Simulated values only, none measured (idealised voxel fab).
The following process module bears the name voxel spacer lines.
Shown is cross-section cut, with a width of 280 nm and square cells of size 5 nm.
For the purposes of this document, a cross-section shall be understood as a grid of square cells, specified as bands listed in top-to-bottom order, each band consisting of one or more rows of cells. Each band's line starts with the height of the band's top and of its bottom, in nm. Then come its materials from left to right, each with its width in nm. One material with "throughout" fills the band from edge to edge. "blank" is empty space. A quick word on heights: they are counted from 0, and under that level the wafer as it came to us is one material throughout. The lowest band is different from the rest in having no bottom; it simply continues downward, written as in "0 and below". The expression "30 to 40" gives the width at the extremes of the band, the first number at its top row of cells and the second at its bottom row, with the width changing by equal amounts from each row to the next in between. Step note "nothing altered" = no cross-section cell changed. The entry "Sealed cavities" lists the empty spaces that cover at least 8 cells and have no open path to the top. Each is written as width x height at distance, where the distance is measured from the left edge and all three values are in nm. What comes after the settings on a step's line is commentary from the simulator itself on that step. overlay nm: mask offset rightward from planned place, masked step; negative means leftward offset.
LIST OF PLANNED PROCESS STEPS
1,RECEIVE (material Si)
2,CONFORMAL_DEP (material Al2O3; thk nm 10)
3,DIRECTIONAL_DEP (material polySi; thk nm 10)
4,DIRECTIONAL_DEP (material aC; thk nm 30)
5,PATTERN (tone cover; mask id MANDREL; material resist; width nm 15; pitch nm 60; thk nm 40; overlay nm -15)
6,DIRECTIONAL_ETCH (etch materials aC; depth nm 30)
7,STRIP (etch materials resist)
8,CONFORMAL_DEP (material SiN; thk nm 15)
9,DIRECTIONAL_ETCH (etch materials SiN; depth nm 15)
10,STRIP (etch materials aC)
11,DIRECTIONAL_ETCH (etch materials polySi; depth nm 10)
12,STRIP (etch materials SiN)
The value of overlay nm given for step 5 in the plan refers to the first wafer; the wafers vary in this setting and are alike at the start.
THE FIRST OF SEVERAL WAFERS AS RECEIVED, SHOWN IN CROSS-SECTION; THIS IS ITS STATE AFTER STEP 1
0 and below | Si throughout
Sealed cavities: none
CROSS-SECTION, FIRST OF SEVERAL WAFERS, END OF MODULE, AFTER LAST STEP 12
20 down to 10 | blank 70 nm, polySi 15 nm, blank 15 nm, polySi 15 nm, blank 15 nm, polySi 15 nm, blank 15 nm, polySi 15 nm, blank 105 nm
10 down to 0 | Al2O3 throughout
0 and below | Si throughout
Sealed cavities: none
THE LAST WAFER AS SEEN IN CROSS-SECTION AT THE END OF THE MODULE
20 down to 10 | blank 100 nm, polySi 15 nm, blank 15 nm, polySi 15 nm, blank 15 nm, polySi 15 nm, blank 15 nm, polySi 15 nm, blank 75 nm
10 down to 0 | Al2O3 throughout
0 and below | Si throughout
Sealed cavities: none
TAKE ANY ROW AND YOU HAVE A WAFER AT THE END OF THE MODULE: HOW MANY CELLS OF EACH MATERIAL IT HAS GAINED (+) OR LOST (-) SINCE IT WAS RECEIVED, AND THEN ITS CLOSED VOIDS
overlay nm -15; +112 Al2O3; +24 polySi; Sealed cavities: none
overlay nm -10; +112 Al2O3; +24 polySi; Sealed cavities: none
overlay nm -5; +112 Al2O3; +24 polySi; Sealed cavities: none
overlay nm 0; +112 Al2O3; +24 polySi; Sealed cavities: none
overlay nm 5; +112 Al2O3; +24 polySi; Sealed cavities: none
overlay nm 10; +112 Al2O3; +24 polySi; Sealed cavities: none
overlay nm 15; +112 Al2O3; +24 polySi; Sealed cavities: none
